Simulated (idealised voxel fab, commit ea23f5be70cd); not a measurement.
process module | voxel self aligned contacts
cross-section cut | 160 nm wide | cells 5 nm
A cross-section is a grid of square cells, given in bands from the top down. A band is one or more rows of cells.
Each band's line starts with the height of the band's top and of its bottom, in nm. Then come its materials from left to right, each with its width in nm. One material with "throughout" fills the band from edge to edge. "air" is empty space.
Height 0 is the level under which the wafer as received is all one material. The lowest band goes on downwards, as in "0 down".
A width such as "30 to 40" changes by the same amount from each row of cells to the next, from the band's top row to its bottom row.
"no change" after a step means that no cell of the cross-section changed.
closed voids: empty space of 8 cells or more with no open way to the top, each as width x height at its distance from the left edge, in nm
after a step's settings: what the simulator itself notes on the step
overlay nm, on a step with a mask: how far to the right of its planned place the mask lay; to the left if negative
plan
1 op RECEIVE | material Si
2 op OXIDIZE | depth nm 5
3 op DIRECTIONAL_DEP | material polySi | thk nm 30
4 op DIRECTIONAL_DEP | material SiN | thk nm 25
5 op DIRECTIONAL_DEP | material aC | thk nm 15
6 op PATTERN | tone cover | mask id GATE | material resist | width nm 25 | pitch nm 65 | thk nm 35 | overlay nm 0
7 op DIRECTIONAL_ETCH | etch materials aC | depth nm 15
8 op STRIP | etch materials resist
9 op DIRECTIONAL_ETCH | etch materials SiN | depth nm 25
10 op DIRECTIONAL_ETCH | etch materials polySi | depth nm 30
11 op STRIP | etch materials aC
12 op CONFORMAL_DEP | material SiN | thk nm 10
13 op DIRECTIONAL_ETCH | etch materials SiN | depth nm 10
14 op FILL_DEP | material SiO2 | thk nm 20
15 op CMP | height nm 65
16 op MASKED_ETCH | tone open | mask id CONTACT | width nm 50 | etch materials SiO2 | depth nm 70 | overlay nm 0
17 op CONFORMAL_DEP | material TiN | thk nm 5
18 op FILL_DEP | material Ru | thk nm 5
19 op CMP | height nm 65
20 op CONFORMAL_DEP | material SiN | thk nm 5
as received, after step 1
  0 down: Si throughout
  closed voids: none
first wafer at the end, as planned
  70 to 65: SiN throughout
  65 to 55: SiO2 55 | TiN 5 to 20 | Ru 40 to 10 | TiN 5 to 20 | SiO2 55
  55 to 30: SiO2 25 | SiN 45 | TiN 5 | Ru 10 | TiN 5 | SiN 45 | SiO2 25
  30 to 0: SiO2 25 | SiN 10 | polySi 25 | SiN 10 | TiN 5 | Ru 10 | TiN 5 | SiN 10 | polySi 25 | SiN 10 | SiO2 25
  0 to -5: SiO2 70 | TiN 20 | SiO2 70
  -5 down: Si throughout
  closed voids: none
second wafer at the end: like start, like plan, one mistake
  70 to 65: SiN throughout
  65 to 55: SiO2 60 | TiN 5 to 15 | Ru 35 to 10 | TiN 5 to 20 | SiO2 55
  55 to 30: SiO2 25 | SiN 45 | TiN 5 | Ru 10 | TiN 5 | SiN 45 | SiO2 25
  30 to 0: SiO2 25 | SiN 10 | polySi 25 | SiN 10 | TiN 5 | Ru 10 | TiN 5 | SiN 10 | polySi 25 | SiN 10 | SiO2 25
  0 to -5: SiO2 70 | TiN 20 | SiO2 70
  -5 down: Si throughout
  closed voids: none
what went wrong: step 16 ran as: op MASKED_ETCH | tone open | mask id CONTACT | width nm 45 | etch materials SiO2 | depth nm 70 | overlay nm 0
at the end the second wafer has, in cells: 1 fewer of Ru | 2 more of SiO2 | 1 fewer of TiN
